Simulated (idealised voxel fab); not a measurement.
The process module that follows is named voxel self aligned contacts.
For reference, the cross-section in this document is cut, with width 220 nm and square cells of 5 nm.
Bands, listed from the top down, are how a cross-section gets written in this document; the cross-section itself is a grid of square cells, and a band is one or more rows of them.
This entry defines a band. It first specifies the height of the band's top and the height of its bottom in nm, and then specifies the band's materials from left to right, stating each material with its width in nm. The word "edge to edge" identifies a single material that fills the band from edge to edge, while the word "air" identifies empty space.
Height datum 0, below which the as-received substrate wafer is one material. Lowest band open at the bottom, running downward: "0 and below".
Width spec "30..40" -> top row of cells at first value, bottom row at second value, equal per-row change in between.
For the purposes of this document, the phrase "stayed the same" attached to a step denotes that no cell within the cross-section was modified by that step.
Empty spaces counting at least 8 cells and having no open way to the top are listed in "closed voids". The notation width x height at distance is used for each, the distance being from the left edge and all three values in nm.
Heads up: the bit after the settings on a step's line is the simulator's remark on that step.
When a step includes a mask, the "overlay nm" setting on its line states how far to the right of its planned place that mask lay, and negative values state how far to the left.
# This section lists the process steps that were planned
1 op RECEIVE | material Si
2 op OXIDIZE | depth nm 5
3 op DIRECTIONAL_DEP | material polySi | thk nm 30
4 op DIRECTIONAL_DEP | material SiN | thk nm 20
5 op PATTERN | tone cover | mask id GATE | material resist | width nm 35 | pitch nm 65 | thk nm 15 | overlay nm 0
6 op DIRECTIONAL_ETCH | etch materials SiN | depth nm 20
7 op DIRECTIONAL_ETCH | etch materials polySi | depth nm 30
8 op STRIP | etch materials resist
9 op CONFORMAL_DEP | material SiN | thk nm 5
10 op DIRECTIONAL_ETCH | etch materials SiN | depth nm 5
11 op FILL_DEP | material SiO2 | thk nm 15
12 op CMP | height nm 55
13 op PATTERN | tone open | mask id CONTACT | material resist | width nm 50 | pitch nm 65 | thk nm 15 | overlay nm 0
14 op DIRECTIONAL_ETCH | etch materials SiO2 | depth nm 60
15 op STRIP | etch materials resist
16 op CONFORMAL_DEP | material TiN | thk nm 5
17 op FILL_DEP | material Ru | thk nm 10
18 op CMP | height nm 55
19 op CONFORMAL_DEP | material SiN | thk nm 5
# As received (post step 1): cross-section
	0 and below | Si edge to edge
	closed voids: none
# Starting structure and process plan are as shown above, but one mistake was made in running the module; the wafer cross-section at the end of the module follows
	60 down to 55 | SiN edge to edge
	55 down to 50 | 60 of SiO2 / 10 of TiN / 10 of Ru / 30 of TiN / 15 of SiO2 / 10 of TiN / 10 of Ru / 30 of TiN / 45 of SiO2
	50 down to 30 | 20 of SiO2 / 45 of SiN / 5 of TiN / 10 of Ru / 5 of TiN / 45 of SiN / 5 of TiN / 10 of Ru / 5 of TiN / 45 of SiN / 25 of SiO2
	30 down to 0 | 20 of SiO2 / 5 of SiN / 35 of polySi / 5 of SiN / 5 of TiN / 10 of Ru / 5 of TiN / 5 of SiN / 35 of polySi / 5 of SiN / 5 of TiN / 10 of Ru / 5 of TiN / 5 of SiN / 35 of polySi / 5 of SiN / 25 of SiO2
	0 down to -5 | 65 of SiO2 / 20 of TiN / 45 of SiO2 / 20 of TiN / 70 of SiO2
	-5 and below | Si edge to edge
	closed voids: none
The plan and the run diverged here: off-plan run, step 13, actual operation and settings op PATTERN | tone open | mask id CONTACT | material resist | width nm 50 | pitch nm 65 | thk nm 15 | overlay nm 10
